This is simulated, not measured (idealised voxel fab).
process module | voxel air gaps
cross-section cut | 235 nm wide | cells 5 nm
A cross-section is a grid of square cells, given in bands from the top down. A band is one or more rows of cells.
Each band's line starts with the height of the band's top and of its bottom, in nm. Then come its materials from left to right, each with its width in nm. One material with "throughout" fills the band from edge to edge. "air" is empty space.
Height 0 is the level under which the wafer as received is all one material. The lowest band goes on downwards, as in "0 down".
A width such as "30 to 40" changes by the same amount from each row of cells to the next, from the band's top row to its bottom row.
"no change" after a step means that no cell of the cross-section changed.
closed voids: empty space of 8 cells or more with no open way to the top, each as width x height at its distance from the left edge, in nm
after a step's settings: what the simulator itself notes on the step
overlay nm, on a step with a mask: how far to the right of its planned place the mask lay; to the left if negative
Each pair below shows a cross-section before one step and the cross-section after it, down to the lowest band that changed. The line under each pair gives the step between them, with its settings. The pairs can come from different runs of this module on the same starting wafer, so a pair continues from the pair above only where its "before" says so.
before
  0 down: Si throughout
  closed voids: none
after
  10 to 0: SiO2 throughout
  below 0: unchanged
  closed voids: none
the step between: op CONFORMAL_DEP | material SiO2 | thk nm 10
before: the cross-section after the pair above
after
  15 to 10: SiN throughout
  below 10: unchanged
  closed voids: none
the step between: op CONFORMAL_DEP | material SiN | thk nm 5
before: the cross-section after the pair above
after
  55 to 15: SiO2 throughout
  below 15: unchanged
  closed voids: none
the step between: op DIRECTIONAL_DEP | material SiO2 | thk nm 40
before: the cross-section after the pair above
after
  70 to 55: aC throughout
  below 55: unchanged
  closed voids: none
the step between: op DIRECTIONAL_DEP | material aC | thk nm 15
before: the cross-section after the pair above
after
  100 to 70: resist 20 | air 25 | resist 30 | air 25 | resist 30 | air 25 | resist 30 | air 25 | resist 25
  below 70: unchanged
  closed voids: none
the step between: op PATTERN | tone open | mask id LINES | material resist | width nm 25 | pitch nm 55 | thk nm 30 | overlay nm 0
before: the cross-section after the pair above
after
  85 to 70: resist 20 | air 25 | resist 30 | air 25 | resist 30 | air 25 | resist 30 | air 25 | resist 25
  70 to 55: aC 20 | air 25 | aC 30 | air 25 | aC 30 | air 25 | aC 30 | air 25 | aC 25
  below 55: unchanged
  closed voids: none
the step between: op DIRECTIONAL_ETCH | etch materials aC | depth nm 15
before: the cross-section after the pair above
after
  70 to 55: aC 20 | air 25 | aC 30 | air 25 | aC 30 | air 25 | aC 30 | air 25 | aC 25
  below 55: unchanged
  closed voids: none
the step between: op STRIP | etch materials resist
before: the cross-section after the pair above
after
  70 to 55: aC 20 | air 25 | aC 30 | air 25 | aC 30 | air 25 | aC 30 | air 25 | aC 25
  55 to 15: SiO2 20 | air 25 | SiO2 30 | air 25 | SiO2 30 | air 25 | SiO2 30 | air 25 | SiO2 25
  below 15: unchanged
  closed voids: none
the step between: op DIRECTIONAL_ETCH | etch materials SiO2 | depth nm 40
before: the cross-section after the pair above
after
  55 to 15: SiO2 20 | air 25 | SiO2 30 | air 25 | SiO2 30 | air 25 | SiO2 30 | air 25 | SiO2 25
  below 15: unchanged
  closed voids: none
the step between: op STRIP | etch materials aC
before: the cross-section after the pair above
after
  60 to 55: TiN 25 | air 15 | TiN 40 | air 15 | TiN 40 | air 15 | TiN 40 | air 15 | TiN 30
  55 to 20: SiO2 20 | TiN 5 | air 15 | TiN 5 | SiO2 30 | TiN 5 | air 15 | TiN 5 | SiO2 30 | TiN 5 | air 15 | TiN 5 | SiO2 30 | TiN 5 | air 15 | TiN 5 | SiO2 25
  20 to 15: SiO2 20 | TiN 25 | SiO2 30 | TiN 25 | SiO2 30 | TiN 25 | SiO2 30 | TiN 25 | SiO2 25
  below 15: unchanged
  closed voids: none
the step between: op CONFORMAL_DEP | material TiN | thk nm 5
before: the cross-section after the pair above
after
  65 to 60: Cu throughout
  60 to 55: TiN 25 | Cu 15 | TiN 40 | Cu 15 | TiN 40 | Cu 15 | TiN 40 | Cu 15 | TiN 30
  55 to 20: SiO2 20 | TiN 5 | Cu 15 | TiN 5 | SiO2 30 | TiN 5 | Cu 15 | TiN 5 | SiO2 30 | TiN 5 | Cu 15 | TiN 5 | SiO2 30 | TiN 5 | Cu 15 | TiN 5 | SiO2 25
  below 20: unchanged
  closed voids: none
the step between: op FILL_DEP | material Cu | thk nm 5
before: the cross-section after the pair above
after
  55 to 20: SiO2 20 | TiN 5 | Cu 15 | TiN 5 | SiO2 30 | TiN 5 | Cu 15 | TiN 5 | SiO2 30 | TiN 5 | Cu 15 | TiN 5 | SiO2 30 | TiN 5 | Cu 15 | TiN 5 | SiO2 25
  below 20: unchanged
  closed voids: none
the step between: op CMP | height nm 55
before: the cross-section after the pair above
after
  65 to 55: air 10 | Ru 45 | air 10 | Ru 45 | air 10 | Ru 45 | air 10 | Ru 45 | air 15
  below 55: unchanged
  closed voids: none
the step between: op EPI | material Ru | thk nm 10
before: the cross-section after the pair above
after
  65 to 55: air 10 | Ru 45 | air 10 | Ru 45 | air 10 | Ru 45 | air 10 | Ru 45 | air 15
  55 to 20: air 20 | TiN 5 | Cu 15 | TiN 5 | air 30 | TiN 5 | Cu 15 | TiN 5 | air 30 | TiN 5 | Cu 15 | TiN 5 | air 30 | TiN 5 | Cu 15 | TiN 5 | air 25
  20 to 15: air 20 | TiN 25 | air 30 | TiN 25 | air 30 | TiN 25 | air 30 | TiN 25 | air 25
  below 15: unchanged
  closed voids: none
the step between: op SELECTIVE_ETCH | etch materials SiO2 | depth nm 50
before: the cross-section after the pair above
after
  70 to 65: air 5 | SiCN 220 | air 10
  65 to 55: air 5 | SiCN 5 | Ru 45 | SiCN 10 | Ru 45 | SiCN 10 | Ru 45 | SiCN 10 | Ru 45 | SiCN 5 | air 10
  55 to 50: air 5 | SiCN 15 | TiN 5 | Cu 15 | TiN 5 | SiCN 30 | TiN 5 | Cu 15 | TiN 5 | SiCN 30 | TiN 5 | Cu 15 | TiN 5 | SiCN 30 | TiN 5 | Cu 15 | TiN 5 | SiCN 15 | air 10
  50 to 20: air 15 | SiCN 5 | TiN 5 | Cu 15 | TiN 5 | SiCN 5 | air 20 | SiCN 5 | TiN 5 | Cu 15 | TiN 5 | SiCN 5 | air 20 | SiCN 5 | TiN 5 | Cu 15 | TiN 5 | SiCN 5 | air 20 | SiCN 5 | TiN 5 | Cu 15 | TiN 5 | SiCN 5 | air 20
  20 to 15: SiCN 20 | TiN 25 | SiCN 30 | TiN 25 | SiCN 30 | TiN 25 | SiCN 30 | TiN 25 | SiCN 25
  below 15: unchanged
  closed voids: 20 x 30 at 50; 20 x 30 at 105; 20 x 30 at 160
the step between: op CONFORMAL_DEP | material SiCN | thk nm 5
before
  65 to 55: air 10 | Ru 45 | air 10 | Ru 45 | air 10 | Ru 45 | air 10 | Ru 45 | air 15
  55 to 20: SiO2 20 | TiN 5 | Cu 15 | TiN 5 | SiO2 30 | TiN 5 | Cu 15 | TiN 5 | SiO2 30 | TiN 5 | Cu 15 | TiN 5 | SiO2 30 | TiN 5 | Cu 15 | TiN 5 | SiO2 25
  20 to 15: SiO2 20 | TiN 25 | SiO2 30 | TiN 25 | SiO2 30 | TiN 25 | SiO2 30 | TiN 25 | SiO2 25
  15 to 10: SiN throughout
  10 to 0: SiO2 throughout
  0 down: Si throughout
  closed voids: none
after
  75 to 55: Ru 230 | air 5
  below 55: unchanged
  closed voids: none
the step between: op EPI | material Ru | thk nm 10
before: the cross-section after the pair above
after
  75 to 55: Ru 230 | air 5
  55 to 20: SiO2 20 | TiN 5 | Cu 15 | TiN 5 | SiO2 30 | TiN 5 | Cu 15 | TiN 5 | SiO2 30 | TiN 5 | Cu 15 | TiN 5 | SiO2 30 | TiN 5 | Cu 15 | TiN 5 | air 25
  20 to 15: SiO2 20 | TiN 25 | SiO2 30 | TiN 25 | SiO2 30 | TiN 25 | SiO2 30 | TiN 25 | air 25
  below 15: unchanged
  closed voids: none
the step between: op SELECTIVE_ETCH | etch materials SiO2 | depth nm 50
before: the cross-section after the pair above
after
  80 to 75: SiCN throughout
  75 to 55: Ru 230 | SiCN 5
  55 to 50: SiO2 20 | TiN 5 | Cu 15 | TiN 5 | SiO2 30 | TiN 5 | Cu 15 | TiN 5 | SiO2 30 | TiN 5 | Cu 15 | TiN 5 | SiO2 30 | TiN 5 | Cu 15 | TiN 5 | SiCN 25
  50 to 20: SiO2 20 | TiN 5 | Cu 15 | TiN 5 | SiO2 30 | TiN 5 | Cu 15 | TiN 5 | SiO2 30 | TiN 5 | Cu 15 | TiN 5 | SiO2 30 | TiN 5 | Cu 15 | TiN 5 | SiCN 5 | air 20
  20 to 15: SiO2 20 | TiN 25 | SiO2 30 | TiN 25 | SiO2 30 | TiN 25 | SiO2 30 | TiN 25 | SiCN 25
  below 15: unchanged
  closed voids: 20 x 30 at 215
the step between: op CONFORMAL_DEP | material SiCN | thk nm 5
before
  10 to 0: SiO2 throughout
  0 down: Si throughout
  closed voids: none
after
  50 to 0: SiO2 throughout
  below 0: unchanged
  closed voids: none
the step between: op DIRECTIONAL_DEP | material SiO2 | thk nm 40
before: the cross-section after the pair above
after
  55 to 50: SiN throughout
  below 50: unchanged
  closed voids: none
the step between: op CONFORMAL_DEP | material SiN | thk nm 5
before: the cross-section after the pair above
after
  70 to 55: aC throughout
  below 55: unchanged
  closed voids: none
the step between: op DIRECTIONAL_DEP | material aC | thk nm 15
before: the cross-section after the pair above
after
  100 to 70: resist 20 | air 25 | resist 30 | air 25 | resist 30 | air 25 | resist 30 | air 25 | resist 25
  below 70: unchanged
  closed voids: none
the step between: op PATTERN | tone open | mask id LINES | material resist | width nm 25 | pitch nm 55 | thk nm 30 | overlay nm 0
before: the cross-section after the pair above
after
  85 to 70: resist 20 | air 25 | resist 30 | air 25 | resist 30 | air 25 | resist 30 | air 25 | resist 25
  70 to 55: aC 20 | air 25 | aC 30 | air 25 | aC 30 | air 25 | aC 30 | air 25 | aC 25
  below 55: unchanged
  closed voids: none
the step between: op DIRECTIONAL_ETCH | etch materials aC | depth nm 15
before: the cross-section after the pair above
after
  70 to 55: aC 20 | air 25 | aC 30 | air 25 | aC 30 | air 25 | aC 30 | air 25 | aC 25
  below 55: unchanged
  closed voids: none
the step between: op STRIP | etch materials resist
before: the cross-section after the pair above
after
  55 to 50: SiN throughout
  below 50: unchanged
  closed voids: none
the step between: op STRIP | etch materials aC
before: the cross-section after the pair above
after
  60 to 55: TiN throughout
  below 55: unchanged
  closed voids: none
the step between: op CONFORMAL_DEP | material TiN | thk nm 5
before: the cross-section after the pair above
after
  65 to 60: Cu throughout
  below 60: unchanged
  closed voids: none
the step between: op FILL_DEP | material Cu | thk nm 5
before: the cross-section after the pair above
after
  55 to 50: SiN throughout
  below 50: unchanged
  closed voids: none
the step between: op CMP | height nm 55
before: the cross-section after the pair above
after
  60 to 55: SiCN throughout
  below 55: unchanged
  closed voids: none
the step between: op CONFORMAL_DEP | material SiCN | thk nm 5
before
  65 to 60: Cu throughout
  60 to 55: TiN 25 | Cu 15 | TiN 40 | Cu 15 | TiN 40 | Cu 15 | TiN 40 | Cu 15 | TiN 30
  55 to 20: SiO2 20 | TiN 5 | Cu 15 | TiN 5 | SiO2 30 | TiN 5 | Cu 15 | TiN 5 | SiO2 30 | TiN 5 | Cu 15 | TiN 5 | SiO2 30 | TiN 5 | Cu 15 | TiN 5 | SiO2 25
  20 to 15: SiO2 20 | TiN 25 | SiO2 30 | TiN 25 | SiO2 30 | TiN 25 | SiO2 30 | TiN 25 | SiO2 25
  15 to 10: SiN throughout
  10 to 0: SiO2 throughout
  0 down: Si throughout
  closed voids: none
after
  45 to 20: SiO2 20 | TiN 5 | Cu 15 | TiN 5 | SiO2 30 | TiN 5 | Cu 15 | TiN 5 | SiO2 30 | TiN 5 | Cu 15 | TiN 5 | SiO2 30 | TiN 5 | Cu 15 | TiN 5 | SiO2 25
  below 20: unchanged
  closed voids: none
the step between: op CMP | height nm 45
before: the cross-section after the pair above
after
  55 to 45: air 10 | Ru 45 | air 10 | Ru 45 | air 10 | Ru 45 | air 10 | Ru 45 | air 15
  below 45: unchanged
  closed voids: none
the step between: op EPI | material Ru | thk nm 10
before: the cross-section after the pair above
after
  55 to 45: air 10 | Ru 45 | air 10 | Ru 45 | air 10 | Ru 45 | air 10 | Ru 45 | air 15
  45 to 20: air 20 | TiN 5 | Cu 15 | TiN 5 | air 30 | TiN 5 | Cu 15 | TiN 5 | air 30 | TiN 5 | Cu 15 | TiN 5 | air 30 | TiN 5 | Cu 15 | TiN 5 | air 25
  20 to 15: air 20 | TiN 25 | air 30 | TiN 25 | air 30 | TiN 25 | air 30 | TiN 25 | air 25
  below 15: unchanged
  closed voids: none
the step between: op SELECTIVE_ETCH | etch materials SiO2 | depth nm 50
before: the cross-section after the pair above
after
  60 to 55: air 5 | SiCN 220 | air 10
  55 to 45: air 5 | SiCN 5 | Ru 45 | SiCN 10 | Ru 45 | SiCN 10 | Ru 45 | SiCN 10 | Ru 45 | SiCN 5 | air 10
  45 to 40: air 5 | SiCN 15 | TiN 5 | Cu 15 | TiN 5 | SiCN 30 | TiN 5 | Cu 15 | TiN 5 | SiCN 30 | TiN 5 | Cu 15 | TiN 5 | SiCN 30 | TiN 5 | Cu 15 | TiN 5 | SiCN 15 | air 10
  40 to 20: air 15 | SiCN 5 | TiN 5 | Cu 15 | TiN 5 | SiCN 5 | air 20 | SiCN 5 | TiN 5 | Cu 15 | TiN 5 | SiCN 5 | air 20 | SiCN 5 | TiN 5 | Cu 15 | TiN 5 | SiCN 5 | air 20 | SiCN 5 | TiN 5 | Cu 15 | TiN 5 | SiCN 5 | air 20
  20 to 15: SiCN 20 | TiN 25 | SiCN 30 | TiN 25 | SiCN 30 | TiN 25 | SiCN 30 | TiN 25 | SiCN 25
  below 15: unchanged
  closed voids: 20 x 20 at 50; 20 x 20 at 105; 20 x 20 at 160
the step between: op CONFORMAL_DEP | material SiCN | thk nm 5
before
  70 to 55: aC throughout
  55 to 15: SiO2 throughout
  15 to 10: SiN throughout
  10 to 0: SiO2 throughout
  0 down: Si throughout
  closed voids: none
after
  100 to 70: resist 25 | air 20 | resist 35 | air 20 | resist 35 | air 20 | resist 35 | air 20 | resist 25
  below 70: unchanged
  closed voids: none
the step between: op PATTERN | tone open | mask id LINES | material resist | width nm 20 | pitch nm 55 | thk nm 30 | overlay nm 0
before: the cross-section after the pair above
after
  85 to 70: resist 25 | air 20 | resist 35 | air 20 | resist 35 | air 20 | resist 35 | air 20 | resist 25
  70 to 55: aC 25 | air 20 | aC 35 | air 20 | aC 35 | air 20 | aC 35 | air 20 | aC 25
  below 55: unchanged
  closed voids: none
the step between: op DIRECTIONAL_ETCH | etch materials aC | depth nm 15
before: the cross-section after the pair above
after
  70 to 55: aC 25 | air 20 | aC 35 | air 20 | aC 35 | air 20 | aC 35 | air 20 | aC 25
  below 55: unchanged
  closed voids: none
the step between: op STRIP | etch materials resist
before: the cross-section after the pair above
after
  70 to 55: aC 25 | air 20 | aC 35 | air 20 | aC 35 | air 20 | aC 35 | air 20 | aC 25
  55 to 15: SiO2 25 | air 20 | SiO2 35 | air 20 | SiO2 35 | air 20 | SiO2 35 | air 20 | SiO2 25
  below 15: unchanged
  closed voids: none
the step between: op DIRECTIONAL_ETCH | etch materials SiO2 | depth nm 40
before: the cross-section after the pair above
after
  55 to 15: SiO2 25 | air 20 | SiO2 35 | air 20 | SiO2 35 | air 20 | SiO2 35 | air 20 | SiO2 25
  below 15: unchanged
  closed voids: none
the step between: op STRIP | etch materials aC
before: the cross-section after the pair above
after
  60 to 55: TiN 30 | air 10 | TiN 45 | air 10 | TiN 45 | air 10 | TiN 45 | air 10 | TiN 30
  55 to 20: SiO2 25 | TiN 5 | air 10 | TiN 5 | SiO2 35 | TiN 5 | air 10 | TiN 5 | SiO2 35 | TiN 5 | air 10 | TiN 5 | SiO2 35 | TiN 5 | air 10 | TiN 5 | SiO2 25
  20 to 15: SiO2 25 | TiN 20 | SiO2 35 | TiN 20 | SiO2 35 | TiN 20 | SiO2 35 | TiN 20 | SiO2 25
  below 15: unchanged
  closed voids: none
the step between: op CONFORMAL_DEP | material TiN | thk nm 5
before: the cross-section after the pair above
after
  65 to 60: Cu throughout
  60 to 55: TiN 30 | Cu 10 | TiN 45 | Cu 10 | TiN 45 | Cu 10 | TiN 45 | Cu 10 | TiN 30
  55 to 20: SiO2 25 | TiN 5 | Cu 10 | TiN 5 | SiO2 35 | TiN 5 | Cu 10 | TiN 5 | SiO2 35 | TiN 5 | Cu 10 | TiN 5 | SiO2 35 | TiN 5 | Cu 10 | TiN 5 | SiO2 25
  below 20: unchanged
  closed voids: none
the step between: op FILL_DEP | material Cu | thk nm 5
before: the cross-section after the pair above
after
  55 to 20: SiO2 25 | TiN 5 | Cu 10 | TiN 5 | SiO2 35 | TiN 5 | Cu 10 | TiN 5 | SiO2 35 | TiN 5 | Cu 10 | TiN 5 | SiO2 35 | TiN 5 | Cu 10 | TiN 5 | SiO2 25
  below 20: unchanged
  closed voids: none
the step between: op CMP | height nm 55
before: the cross-section after the pair above
after
  65 to 55: air 15 | Ru 40 | air 15 | Ru 40 | air 15 | Ru 40 | air 15 | Ru 40 | air 15
  below 55: unchanged
  closed voids: none
the step between: op EPI | material Ru | thk nm 10
before: the cross-section after the pair above
after
  65 to 55: air 15 | Ru 40 | air 15 | Ru 40 | air 15 | Ru 40 | air 15 | Ru 40 | air 15
  55 to 20: air 25 | TiN 5 | Cu 10 | TiN 5 | air 35 | TiN 5 | Cu 10 | TiN 5 | air 35 | TiN 5 | Cu 10 | TiN 5 | air 35 | TiN 5 | Cu 10 | TiN 5 | air 25
  20 to 15: air 25 | TiN 20 | air 35 | TiN 20 | air 35 | TiN 20 | air 35 | TiN 20 | air 25
  below 15: unchanged
  closed voids: none
the step between: op SELECTIVE_ETCH | etch materials SiO2 | depth nm 50
before: the cross-section after the pair above
after
  70 to 65: air 10 | SiCN 50 | air 5 | SiCN 50 | air 5 | SiCN 50 | air 5 | SiCN 50 | air 10
  65 to 55: air 10 | SiCN 5 | Ru 40 | SiCN 5 | air 5 | SiCN 5 | Ru 40 | SiCN 5 | air 5 | SiCN 5 | Ru 40 | SiCN 5 | air 5 | SiCN 5 | Ru 40 | SiCN 5 | air 10
  55 to 50: air 10 | SiCN 15 | TiN 5 | Cu 10 | TiN 5 | SiCN 15 | air 5 | SiCN 15 | TiN 5 | Cu 10 | TiN 5 | SiCN 15 | air 5 | SiCN 15 | TiN 5 | Cu 10 | TiN 5 | SiCN 15 | air 5 | SiCN 15 | TiN 5 | Cu 10 | TiN 5 | SiCN 15 | air 10
  50 to 20: air 20 | SiCN 5 | TiN 5 | Cu 10 | TiN 5 | SiCN 5 | air 25 | SiCN 5 | TiN 5 | Cu 10 | TiN 5 | SiCN 5 | air 25 | SiCN 5 | TiN 5 | Cu 10 | TiN 5 | SiCN 5 | air 25 | SiCN 5 | TiN 5 | Cu 10 | TiN 5 | SiCN 5 | air 20
  20 to 15: SiCN 25 | TiN 20 | SiCN 35 | TiN 20 | SiCN 35 | TiN 20 | SiCN 35 | TiN 20 | SiCN 25
  below 15: unchanged
  closed voids: none
the step between: op CONFORMAL_DEP | material SiCN | thk nm 5
before
  70 to 55: aC throughout
  55 to 15: SiO2 throughout
  15 to 10: SiN throughout
  10 to 0: SiO2 throughout
  0 down: Si throughout
  closed voids: none
after
  100 to 70: resist 25 | air 25 | resist 30 | air 25 | resist 30 | air 25 | resist 30 | air 25 | resist 20
  below 70: unchanged
  closed voids: none
the step between: op PATTERN | tone open | mask id LINES | material resist | width nm 25 | pitch nm 55 | thk nm 30 | overlay nm 5
before: the cross-section after the pair above
after
  85 to 70: resist 25 | air 25 | resist 30 | air 25 | resist 30 | air 25 | resist 30 | air 25 | resist 20
  70 to 55: aC 25 | air 25 | aC 30 | air 25 | aC 30 | air 25 | aC 30 | air 25 | aC 20
  below 55: unchanged
  closed voids: none
the step between: op DIRECTIONAL_ETCH | etch materials aC | depth nm 15
before: the cross-section after the pair above
after
  70 to 55: aC 25 | air 25 | aC 30 | air 25 | aC 30 | air 25 | aC 30 | air 25 | aC 20
  below 55: unchanged
  closed voids: none
the step between: op STRIP | etch materials resist
before: the cross-section after the pair above
after
  70 to 55: aC 25 | air 25 | aC 30 | air 25 | aC 30 | air 25 | aC 30 | air 25 | aC 20
  55 to 15: SiO2 25 | air 25 | SiO2 30 | air 25 | SiO2 30 | air 25 | SiO2 30 | air 25 | SiO2 20
  below 15: unchanged
  closed voids: none
the step between: op DIRECTIONAL_ETCH | etch materials SiO2 | depth nm 40
before: the cross-section after the pair above
after
  55 to 15: SiO2 25 | air 25 | SiO2 30 | air 25 | SiO2 30 | air 25 | SiO2 30 | air 25 | SiO2 20
  below 15: unchanged
  closed voids: none
the step between: op STRIP | etch materials aC
before: the cross-section after the pair above
after
  60 to 55: TiN 30 | air 15 | TiN 40 | air 15 | TiN 40 | air 15 | TiN 40 | air 15 | TiN 25
  55 to 20: SiO2 25 | TiN 5 | air 15 | TiN 5 | SiO2 30 | TiN 5 | air 15 | TiN 5 | SiO2 30 | TiN 5 | air 15 | TiN 5 | SiO2 30 | TiN 5 | air 15 | TiN 5 | SiO2 20
  20 to 15: SiO2 25 | TiN 25 | SiO2 30 | TiN 25 | SiO2 30 | TiN 25 | SiO2 30 | TiN 25 | SiO2 20
  below 15: unchanged
  closed voids: none
the step between: op CONFORMAL_DEP | material TiN | thk nm 5
before: the cross-section after the pair above
after
  65 to 60: Cu throughout
  60 to 55: TiN 30 | Cu 15 | TiN 40 | Cu 15 | TiN 40 | Cu 15 | TiN 40 | Cu 15 | TiN 25
  55 to 20: SiO2 25 | TiN 5 | Cu 15 | TiN 5 | SiO2 30 | TiN 5 | Cu 15 | TiN 5 | SiO2 30 | TiN 5 | Cu 15 | TiN 5 | SiO2 30 | TiN 5 | Cu 15 | TiN 5 | SiO2 20
  below 20: unchanged
  closed voids: none
the step between: op FILL_DEP | material Cu | thk nm 5
before: the cross-section after the pair above
after
  55 to 20: SiO2 25 | TiN 5 | Cu 15 | TiN 5 | SiO2 30 | TiN 5 | Cu 15 | TiN 5 | SiO2 30 | TiN 5 | Cu 15 | TiN 5 | SiO2 30 | TiN 5 | Cu 15 | TiN 5 | SiO2 20
  below 20: unchanged
  closed voids: none
the step between: op CMP | height nm 55
before: the cross-section after the pair above
after
  65 to 55: air 15 | Ru 45 | air 10 | Ru 45 | air 10 | Ru 45 | air 10 | Ru 45 | air 10
  below 55: unchanged
  closed voids: none
the step between: op EPI | material Ru | thk nm 10
before: the cross-section after the pair above
after
  65 to 55: air 15 | Ru 45 | air 10 | Ru 45 | air 10 | Ru 45 | air 10 | Ru 45 | air 10
  55 to 20: air 25 | TiN 5 | Cu 15 | TiN 5 | air 30 | TiN 5 | Cu 15 | TiN 5 | air 30 | TiN 5 | Cu 15 | TiN 5 | air 30 | TiN 5 | Cu 15 | TiN 5 | air 20
  20 to 15: air 25 | TiN 25 | air 30 | TiN 25 | air 30 | TiN 25 | air 30 | TiN 25 | air 20
  below 15: unchanged
  closed voids: none
the step between: op SELECTIVE_ETCH | etch materials SiO2 | depth nm 50
before: the cross-section after the pair above
after
  70 to 65: air 10 | SiCN 220 | air 5
  65 to 55: air 10 | SiCN 5 | Ru 45 | SiCN 10 | Ru 45 | SiCN 10 | Ru 45 | SiCN 10 | Ru 45 | SiCN 5 | air 5
  55 to 50: air 10 | SiCN 15 | TiN 5 | Cu 15 | TiN 5 | SiCN 30 | TiN 5 | Cu 15 | TiN 5 | SiCN 30 | TiN 5 | Cu 15 | TiN 5 | SiCN 30 | TiN 5 | Cu 15 | TiN 5 | SiCN 15 | air 5
  50 to 20: air 20 | SiCN 5 | TiN 5 | Cu 15 | TiN 5 | SiCN 5 | air 20 | SiCN 5 | TiN 5 | Cu 15 | TiN 5 | SiCN 5 | air 20 | SiCN 5 | TiN 5 | Cu 15 | TiN 5 | SiCN 5 | air 20 | SiCN 5 | TiN 5 | Cu 15 | TiN 5 | SiCN 5 | air 15
  20 to 15: SiCN 25 | TiN 25 | SiCN 30 | TiN 25 | SiCN 30 | TiN 25 | SiCN 30 | TiN 25 | SiCN 20
  below 15: unchanged
  closed voids: 20 x 30 at 55; 20 x 30 at 110; 20 x 30 at 165
the step between: op CONFORMAL_DEP | material SiCN | thk nm 5
before
  65 to 55: air 10 | Ru 45 | air 10 | Ru 45 | air 10 | Ru 45 | air 10 | Ru 45 | air 15
  55 to 20: air 20 | TiN 5 | Cu 15 | TiN 5 | air 30 | TiN 5 | Cu 15 | TiN 5 | air 30 | TiN 5 | Cu 15 | TiN 5 | air 30 | TiN 5 | Cu 15 | TiN 5 | air 25
  20 to 15: air 20 | TiN 25 | air 30 | TiN 25 | air 30 | TiN 25 | air 30 | TiN 25 | air 25
  15 to 10: SiN throughout
  10 to 0: SiO2 throughout
  0 down: Si throughout
  closed voids: none
after
  70 to 65: air 5 | aC 220 | air 10
  65 to 55: air 5 | aC 5 | Ru 45 | aC 10 | Ru 45 | aC 10 | Ru 45 | aC 10 | Ru 45 | aC 5 | air 10
  55 to 50: air 5 | aC 15 | TiN 5 | Cu 15 | TiN 5 | aC 30 | TiN 5 | Cu 15 | TiN 5 | aC 30 | TiN 5 | Cu 15 | TiN 5 | aC 30 | TiN 5 | Cu 15 | TiN 5 | aC 15 | air 10
  50 to 20: air 15 | aC 5 | TiN 5 | Cu 15 | TiN 5 | aC 5 | air 20 | aC 5 | TiN 5 | Cu 15 | TiN 5 | aC 5 | air 20 | aC 5 | TiN 5 | Cu 15 | TiN 5 | aC 5 | air 20 | aC 5 | TiN 5 | Cu 15 | TiN 5 | aC 5 | air 20
  20 to 15: aC 20 | TiN 25 | aC 30 | TiN 25 | aC 30 | TiN 25 | aC 30 | TiN 25 | aC 25
  below 15: unchanged
  closed voids: 20 x 30 at 50; 20 x 30 at 105; 20 x 30 at 160
the step between: op CONFORMAL_DEP | material aC | thk nm 5
before
  70 to 55: aC throughout
  55 to 15: SiO2 throughout
  15 to 10: SiN throughout
  10 to 0: SiO2 throughout
  0 down: Si throughout
  closed voids: none
after
  100 to 70: air 20 | resist 25 | air 30 | resist 25 | air 30 | resist 25 | air 30 | resist 25 | air 25
  below 70: unchanged
  closed voids: none
the step between: op PATTERN | tone cover | mask id LINES | material resist | width nm 25 | pitch nm 55 | thk nm 30 | overlay nm 0
before: the cross-section after the pair above
after
  85 to 70: air 20 | resist 25 | air 30 | resist 25 | air 30 | resist 25 | air 30 | resist 25 | air 25
  70 to 55: air 20 | aC 25 | air 30 | aC 25 | air 30 | aC 25 | air 30 | aC 25 | air 25
  below 55: unchanged
  closed voids: none
the step between: op DIRECTIONAL_ETCH | etch materials aC | depth nm 15
before: the cross-section after the pair above
after
  70 to 55: air 20 | aC 25 | air 30 | aC 25 | air 30 | aC 25 | air 30 | aC 25 | air 25
  below 55: unchanged
  closed voids: none
the step between: op STRIP | etch materials resist
before: the cross-section after the pair above
after
  70 to 55: air 20 | aC 25 | air 30 | aC 25 | air 30 | aC 25 | air 30 | aC 25 | air 25
  55 to 15: air 20 | SiO2 25 | air 30 | SiO2 25 | air 30 | SiO2 25 | air 30 | SiO2 25 | air 25
  below 15: unchanged
  closed voids: none
the step between: op DIRECTIONAL_ETCH | etch materials SiO2 | depth nm 40
before: the cross-section after the pair above
after
  55 to 15: air 20 | SiO2 25 | air 30 | SiO2 25 | air 30 | SiO2 25 | air 30 | SiO2 25 | air 25
  below 15: unchanged
  closed voids: none
the step between: op STRIP | etch materials aC
before: the cross-section after the pair above
after
  60 to 55: air 15 | TiN 35 | air 20 | TiN 35 | air 20 | TiN 35 | air 20 | TiN 35 | air 20
  55 to 20: air 15 | TiN 5 | SiO2 25 | TiN 5 | air 20 | TiN 5 | SiO2 25 | TiN 5 | air 20 | TiN 5 | SiO2 25 | TiN 5 | air 20 | TiN 5 | SiO2 25 | TiN 5 | air 20
  20 to 15: TiN 20 | SiO2 25 | TiN 30 | SiO2 25 | TiN 30 | SiO2 25 | TiN 30 | SiO2 25 | TiN 25
  below 15: unchanged
  closed voids: none
the step between: op CONFORMAL_DEP | material TiN | thk nm 5
before: the cross-section after the pair above
after
  65 to 60: Cu throughout
  60 to 55: Cu 15 | TiN 35 | Cu 20 | TiN 35 | Cu 20 | TiN 35 | Cu 20 | TiN 35 | Cu 20
  55 to 20: Cu 15 | TiN 5 | SiO2 25 | TiN 5 | Cu 20 | TiN 5 | SiO2 25 | TiN 5 | Cu 20 | TiN 5 | SiO2 25 | TiN 5 | Cu 20 | TiN 5 | SiO2 25 | TiN 5 | Cu 20
  below 20: unchanged
  closed voids: none
the step between: op FILL_DEP | material Cu | thk nm 5
before: the cross-section after the pair above
after
  55 to 20: Cu 15 | TiN 5 | SiO2 25 | TiN 5 | Cu 20 | TiN 5 | SiO2 25 | TiN 5 | Cu 20 | TiN 5 | SiO2 25 | TiN 5 | Cu 20 | TiN 5 | SiO2 25 | TiN 5 | Cu 20
  below 20: unchanged
  closed voids: none
the step between: op CMP | height nm 55
before: the cross-section after the pair above
after
  65 to 55: Ru 30 | air 5 | Ru 50 | air 5 | Ru 50 | air 5 | Ru 50 | air 5 | Ru 35
  below 55: unchanged
  closed voids: none
the step between: op EPI | material Ru | thk nm 10
before: the cross-section after the pair above
after
  65 to 55: Ru 30 | air 5 | Ru 50 | air 5 | Ru 50 | air 5 | Ru 50 | air 5 | Ru 35
  55 to 20: Cu 15 | TiN 5 | air 25 | TiN 5 | Cu 20 | TiN 5 | air 25 | TiN 5 | Cu 20 | TiN 5 | air 25 | TiN 5 | Cu 20 | TiN 5 | air 25 | TiN 5 | Cu 20
  20 to 15: TiN 20 | air 25 | TiN 30 | air 25 | TiN 30 | air 25 | TiN 30 | air 25 | TiN 25
  below 15: unchanged
  closed voids: none
the step between: op SELECTIVE_ETCH | etch materials SiO2 | depth nm 50
